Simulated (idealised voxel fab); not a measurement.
The following is a process module called voxel self aligned contacts.
Each square cell in cross-section cut measures 5 nm, and the section as a whole is 270 nm wide.
Just so we're on the same page, the cross-sections are grids of square cells, and they're listed out in bands top to bottom, each band one or more rows deep. Band entry format. Leading values: height of top, height of bottom, nm. Remainder: materials in left-to-right order, each with its width in nm. Special words: "full width" on a single material, which then fills the band edge to edge; "air", empty space. Zero point of the height axis is 0; under it, received wafer = one material. Lowest band: continues down indefinitely, "from 0 down". Per-row width for "30..40": begins at first number (top row of band), ends at second number (bottom row), increment between rows held constant. A step reported as "nothing was modified" is a step in which no cell of the cross-section changed. Any empty space of 8 cells or more lacking an open way to the top shows up in "Unvented cavities" as width x height at distance, distance from the left edge, in nm. That trailing text on a step's line, after the settings, is the simulator's own remark on the step. "overlay nm" on a masked step: distance the mask lay right of its planned place, negative for left.

## Set out below are the planned steps of the process
- 1: RECEIVE, material Si
- 2: CONFORMAL_DEP, material SiO2, thk nm 5
- 3: DIRECTIONAL_DEP, material polySi, thk nm 25
- 4: DIRECTIONAL_DEP, material SiN, thk nm 25
- 5: MASKED_ETCH, tone cover, mask id GATE, width nm 30, pitch nm 70, etch materials SiN, depth nm 25, overlay nm 0
- 6: MASKED_ETCH, tone cover, mask id GATE, width nm 30, pitch nm 70, etch materials polySi, depth nm 25, overlay nm 0
- 7: CONFORMAL_DEP, material SiN, thk nm 10
- 8: DIRECTIONAL_ETCH, etch materials SiN, depth nm 10
- 9: FILL_DEP, material SiO2, thk nm 15
- 10: CMP, height nm 65
- 11: MASKED_ETCH, tone open, mask id CONTACT, width nm 50, pitch nm 70, etch materials SiO2, depth nm 65, overlay nm 0
- 12: CONFORMAL_DEP, material TiN, thk nm 5
- 13: FILL_DEP, material W, thk nm 5
- 14: CMP, height nm 65
- 15: CONFORMAL_DEP, material SiN, thk nm 5

## Cross-section of the wafer at receipt, which is the condition after step 1
* from 0 down  Si full width
* Unvented cavities: none

## Post-module cross-section: identical start and plan to those above, one misstep in execution
* from 70 to 65  SiN full width
* from 65 to 55  SiO2 75, then TiN 5..20, then W 40..10, then TiN 5..20, then SiO2 20, then TiN 5..20, then W 40..10, then TiN 5..20, then SiO2 75
* from 55 to 30  SiO2 40, then SiN 50, then TiN 5, then W 10, then TiN 5, then SiN 50, then TiN 5, then W 10, then TiN 5, then SiN 50, then SiO2 40
* from 30 to 20  SiO2 40, then SiN 10, then polySi 30, then SiN 10, then TiN 5, then W 10, then TiN 5, then SiN 10, then polySi 30, then SiN 10, then TiN 5, then W 10, then TiN 5, then SiN 10, then polySi 30, then SiN 10, then SiO2 40
* from 20 to 15  SiO2 40, then SiN 10, then polySi 30, then SiN 10, then TiN 20, then SiN 10, then polySi 30, then SiN 10, then TiN 20, then SiN 10, then polySi 30, then SiN 10, then SiO2 40
* from 15 to 5  SiN 50, then polySi 30, then SiN 40, then polySi 30, then SiN 40, then polySi 30, then SiN 50
* from 5 to 0  SiO2 full width
* from 0 down  Si full width
* Unvented cavities: none
Deviation from plan: sequence error: steps 7 and 8 interchanged
